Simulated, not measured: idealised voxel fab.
process module | voxel ribs on slabs
cross-section cut | 145 nm wide | cells 5 nm
A cross-section is a grid of square cells, given in bands from the top down. A band is one or more rows of cells.
Each band's line starts with the height of the band's top and of its bottom, in nm. Then come its materials from left to right, each with its width in nm. One material with "throughout" fills the band from edge to edge. "air" is empty space.
Height 0 is the level under which the wafer as received is all one material. The lowest band goes on downwards, as in "0 down".
A width such as "30 to 40" changes by the same amount from each row of cells to the next, from the band's top row to its bottom row.
"no change" after a step means that no cell of the cross-section changed.
closed voids: empty space of 8 cells or more with no open way to the top, each as width x height at its distance from the left edge, in nm
after a step's settings: what the simulator itself notes on the step
overlay nm, on a step with a mask: how far to the right of its planned place the mask lay; to the left if negative
plan
1 op RECEIVE | material Si
2 op DIRECTIONAL_DEP | material SiO2 | thk nm 25
3 op DIRECTIONAL_DEP | material polySi | thk nm 20
4 op DIRECTIONAL_DEP | material aC | thk nm 15
5 op PATTERN | tone cover | mask id RIB | material resist | width nm 30 | thk nm 30 | overlay nm 0
6 op DIRECTIONAL_ETCH | etch materials aC | depth nm 15
7 op STRIP | etch materials resist
8 op DIRECTIONAL_ETCH | etch materials polySi | depth nm 10
9 op STRIP | etch materials aC
10 op DIRECTIONAL_DEP | material aC | thk nm 10
11 op PATTERN | tone cover | mask id SLAB | material resist | width nm 80 | thk nm 25 | overlay nm 0
12 op DIRECTIONAL_ETCH | etch materials aC | depth nm 10
13 op STRIP | etch materials resist
14 op DIRECTIONAL_ETCH | etch materials polySi | depth nm 10
15 op STRIP | etch materials aC
16 op FILL_DEP | material SiO2 | thk nm 20
17 op CMP | height nm 55
18 op DIRECTIONAL_DEP | material W | thk nm 5
19 op DIRECTIONAL_DEP | material aC | thk nm 15
20 op PATTERN | tone cover | mask id HEATER | material resist | width nm 40 | thk nm 30 | overlay nm 0
21 op DIRECTIONAL_ETCH | etch materials aC | depth nm 15
22 op STRIP | etch materials resist
23 op DIRECTIONAL_ETCH | etch materials W | depth nm 5
24 op STRIP | etch materials aC
25 op CONFORMAL_DEP | material SiO2 | thk nm 10
as received, after step 1
  0 down: Si throughout
  closed voids: none
first wafer at the end, as planned
  70 to 65: air 40 | SiO2 60 | air 45
  65 to 60: SiO2 throughout
  60 to 55: SiO2 50 | W 40 | SiO2 55
  55 to 45: SiO2 throughout
  45 to 35: SiO2 55 | polySi 30 | SiO2 60
  35 to 25: SiO2 30 | polySi 80 | SiO2 35
  25 to 0: SiO2 throughout
  0 down: Si throughout
  closed voids: none
second wafer at the end: like start, like plan, one mistake
  70 to 65: air 40 | SiO2 60 | air 45
  65 to 60: SiO2 throughout
  60 to 55: SiO2 50 | W 40 | SiO2 55
  55 to 45: SiO2 throughout
  45 to 35: SiO2 55 | polySi 30 | SiO2 60
  35 to 25: SiO2 30 | polySi 80 | SiO2 35
  25 to 0: W throughout
  0 down: Si throughout
  closed voids: none
what went wrong: step 2 ran as: op DIRECTIONAL_DEP | material W | thk nm 25
at the end the second wafer has, in cells: 145 fewer of SiO2 | 145 more of W
